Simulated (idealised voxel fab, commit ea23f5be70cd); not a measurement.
Process module name: voxel self aligned vias
The figure presents cross-section cut, which has a width of 280 nm and is divided into square cells with an edge length of 5 nm.
Cross-section format: a grid of square cells, given as bands from top to bottom; each band is one or more rows of cells. Quick guide to a band line: top height, bottom height (nm) up front; then every material left to right with its width in nm. Only one material and it's marked "throughout"? Then it fills the band edge to edge. And "blank" just means empty space. Counting heights begins at 0, where everything beneath is, in the wafer as received, one material. The lowest band has no bottom; it goes on downwards, as "from 0 down" shows. The notation "30->40" denotes a width that varies across the rows of cells in the band, beginning at the first number in the top row, finishing at the second number in the bottom row, and changing by an identical amount from each row to the next. Key: "everything unchanged" - step with no changed cell in the cross-section. For the entry "Enclosed voids", the listed items are empty spaces with no open way to the top whose size is 8 cells or more; each item follows the pattern width x height at distance, where distance is from the left edge and all three are in nm. If you see something after the settings on a step's line, that's the simulator's own remark about that step. Regarding "overlay nm": on a step with a mask, it is the distance the mask lay to the right of its planned place; a negative value places it to the left.

SO HERE'S THE LINEUP OF PROCESS STEPS WE PLANNED
- 1: op RECEIVE | material Si
- 2: op CONFORMAL_DEP | material SiO2 | thk nm 10
- 3: op CONFORMAL_DEP | material SiCN | thk nm 5
- 4: op DIRECTIONAL_DEP | material lowk | thk nm 25
- 5: op MASKED_ETCH | tone open | mask id LINES | width nm 20 | pitch nm 45 | etch materials lowk | depth nm 25 | overlay nm 0
- 6: op CONFORMAL_DEP | material TiN | thk nm 5
- 7: op FILL_DEP | material W | thk nm 10
- 8: op CMP | height nm 40
- 9: op SELECTIVE_ETCH | etch materials W Ru TiN | depth nm 5
- 10: op FILL_DEP | material SiN | thk nm 5
- 11: op CMP | height nm 40
- 12: op DIRECTIONAL_DEP | material lowk | thk nm 15
- 13: op PATTERN | tone open | mask id VIAS | material resist | width nm 30 | thk nm 20 | overlay nm 0
- 14: op DIRECTIONAL_ETCH | etch materials lowk | depth nm 15
- 15: op DIRECTIONAL_ETCH | etch materials SiN | depth nm 5
- 16: op STRIP | etch materials resist
- 17: op CONFORMAL_DEP | material TiN | thk nm 5
- 18: op FILL_DEP | material Ru | thk nm 10
- 19: op CMP | height nm 55
- 20: op CONFORMAL_DEP | material SiCN | thk nm 5

CROSS-SECTION OF THE WAFER AS IT CAME TO US, I.E., ALREADY THROUGH STEP 1
- from 0 down | Si throughout
- Enclosed voids: none

END STATE OF THE MODULE IN CROSS-SECTION, GIVEN THE ABOVE STARTING POINT AND PLAN AND ONE MISTAKE IN EXECUTION
- from 60 to 55 | SiCN throughout
- from 55 to 40 | lowk=100  TiN=5  Ru=20  TiN=5  lowk=150
- from 40 to 35 | lowk=100  TiN=30  lowk=20  SiN=20  lowk=110
- from 35 to 25 | lowk=100  TiN=10  W=10  TiN=10  lowk=20  TiN=5  W=10  TiN=5  lowk=110
- from 25 to 20 | lowk=105  TiN=5  W=10  TiN=5  lowk=25  TiN=5  W=10  TiN=5  lowk=110
- from 20 to 15 | lowk=105  TiN=20  lowk=25  TiN=20  lowk=110
- from 15 to 10 | SiCN throughout
- from 10 to 0 | SiO2 throughout
- from 0 down | Si throughout
- Enclosed voids: none
Here's what went sideways: the plan's step 14 ran twice
